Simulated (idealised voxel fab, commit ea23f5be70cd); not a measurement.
process module | voxel plated lines
cross-section cut | 230 nm wide | cells 5 nm
A cross-section is a grid of square cells, given in bands from the top down. A band is one or more rows of cells.
Each band's line starts with the height of the band's top and of its bottom, in nm. Then come its materials from left to right, each with its width in nm. One material with "throughout" fills the band from edge to edge. "air" is empty space.
Height 0 is the level under which the wafer as received is all one material. The lowest band goes on downwards, as in "0 down".
A width such as "30 to 40" changes by the same amount from each row of cells to the next, from the band's top row to its bottom row.
"no change" after a step means that no cell of the cross-section changed.
closed voids: empty space of 8 cells or more with no open way to the top, each as width x height at its distance from the left edge, in nm
after a step's settings: what the simulator itself notes on the step
overlay nm, on a step with a mask: how far to the right of its planned place the mask lay; to the left if negative
plan
1 op RECEIVE | material Si
2 op CONFORMAL_DEP | material SiN | thk nm 15
3 op DIRECTIONAL_DEP | material TiN | thk nm 5
4 op PATTERN | tone open | mask id LINES | material resist | width nm 15 | pitch nm 35 | thk nm 20 | overlay nm 0
5 op EPI | material Ru | thk nm 5
6 op STRIP | etch materials resist
7 op DIRECTIONAL_ETCH | etch materials TiN | depth nm 5
8 op CONFORMAL_DEP | material SiN | thk nm 10
first wafer, as planned
as received, after step 1
  0 down: Si throughout
  closed voids: none
after step 2
  15 to 0: SiN throughout
  below 0: unchanged
after step 3
  20 to 15: TiN throughout
  below 15: unchanged
after step 4
  40 to 20: resist 55 | air 15 | resist 20 | air 15 | resist 20 | air 15 | resist 20 | air 15 | resist 55
  below 20: unchanged
after step 5
  40 to 25: resist 55 | air 15 | resist 20 | air 15 | resist 20 | air 15 | resist 20 | air 15 | resist 55
  25 to 20: resist 55 | Ru 15 | resist 20 | Ru 15 | resist 20 | Ru 15 | resist 20 | Ru 15 | resist 55
  below 20: unchanged
after step 6
  25 to 20: air 55 | Ru 15 | air 20 | Ru 15 | air 20 | Ru 15 | air 20 | Ru 15 | air 55
  below 20: unchanged
after step 7
  25 to 20: air 55 | Ru 15 | air 20 | Ru 15 | air 20 | Ru 15 | air 20 | Ru 15 | air 55
  20 to 15: air 55 | TiN 15 | air 20 | TiN 15 | air 20 | TiN 15 | air 20 | TiN 15 | air 55
  below 15: unchanged
after step 8
  35 to 25: air 45 | SiN 140 | air 45
  25 to 20: SiN 55 | Ru 15 | SiN 20 | Ru 15 | SiN 20 | Ru 15 | SiN 20 | Ru 15 | SiN 55
  20 to 15: SiN 55 | TiN 15 | SiN 20 | TiN 15 | SiN 20 | TiN 15 | SiN 20 | TiN 15 | SiN 55
  below 15: unchanged
second wafer: like start, like plan, one mistake. Through step 1 it matches the first wafer
when step 2 should have ended
  5 to 0: TiN throughout
  below 0: unchanged
when step 3 should have ended
  20 to 5: SiN throughout
  below 5: unchanged
when step 4 should have ended
  40 to 20: resist 55 | air 15 | resist 20 | air 15 | resist 20 | air 15 | resist 20 | air 15 | resist 55
  below 20: unchanged
when step 5 should have ended: no change
when step 6 should have ended
  20 to 5: SiN throughout
  below 5: unchanged
when step 7 should have ended: no change
when step 8 should have ended
  30 to 5: SiN throughout
  below 5: unchanged
what went wrong: steps 2 and 3 were swapped
at the end the second wafer has, in cells: 12 fewer of Ru | 32 fewer of SiN | 34 more of TiN
